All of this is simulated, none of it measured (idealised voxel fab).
Proc. module: voxel spacer lines
FYI the section here is cut, 210 nm wide, cells are 5 nm squares.
Throughout this document, each cross-section is represented as a grid of square cells and is presented as a sequence of bands enumerated from the top downward, where a band comprises one or more rows of cells.
Top, bottom (nm), then materials left to right with widths (nm); lone material tagged "all across" fills the whole band edge to edge; "blank" = empty space.
Counting heights begins at 0, where everything beneath is, in the wafer as received, one material. The lowest band has no bottom; it goes on downwards, as "0 -> down" shows.
Read "30..40" as a graded width: first number on top, second number at the bottom, same change between each pair of neighbouring rows.
"no modifications" for a step: no cell of the cross-section changed in that step.
"Trapped void list" means: voids of 8 cells or more that are shut off from the top with no open way through. Written width x height at distance, distance from the left edge, in nm.
Heads up: the bit after the settings on a step's line is the simulator's remark on that step.
Each step line may optionally specify "overlay nm", which for a step with a mask gives the rightward distance between the mask's planned place and where it lay, a negative value indicating the leftward direction.

### List of planned process steps
1) RECEIVE, material Si
2) CONFORMAL_DEP, material Al2O3, thk nm 5
3) DIRECTIONAL_DEP, material polySi, thk nm 15
4) DIRECTIONAL_DEP, material aC, thk nm 20
5) PATTERN, tone cover, mask id MANDREL, material resist, width nm 15, pitch nm 60, thk nm 25, overlay nm 0
6) DIRECTIONAL_ETCH, etch materials aC, depth nm 20
7) STRIP, etch materials resist
8) CONFORMAL_DEP, material SiO2, thk nm 15
9) DIRECTIONAL_ETCH, etch materials SiO2, depth nm 15
10) STRIP, etch materials aC
11) DIRECTIONAL_ETCH, etch materials polySi, depth nm 15
12) STRIP, etch materials SiO2
13) FILL_DEP, material SiO2, thk nm 10
14) CMP, height nm 20

### Cross-section, incoming material, after step 1
0 -> down | Si all across
Trapped void list: none

### End-of-module cross-section. Starting structure and process plan as above; one mistake made in running it
20 -> 5 | 45 nm SiO2, 15 nm polySi, 25 nm SiO2, 15 nm polySi, 5 nm SiO2, 15 nm polySi, 25 nm SiO2, 15 nm polySi, 50 nm SiO2
5 -> 0 | Al2O3 all across
0 -> down | Si all across
Trapped void list: none
Heads up, the wafer didn't run the way we planned it: off-plan run, step 5, actual operation and settings PATTERN, tone cover, mask id MANDREL, material resist, width nm 25, pitch nm 60, thk nm 25, overlay nm 0
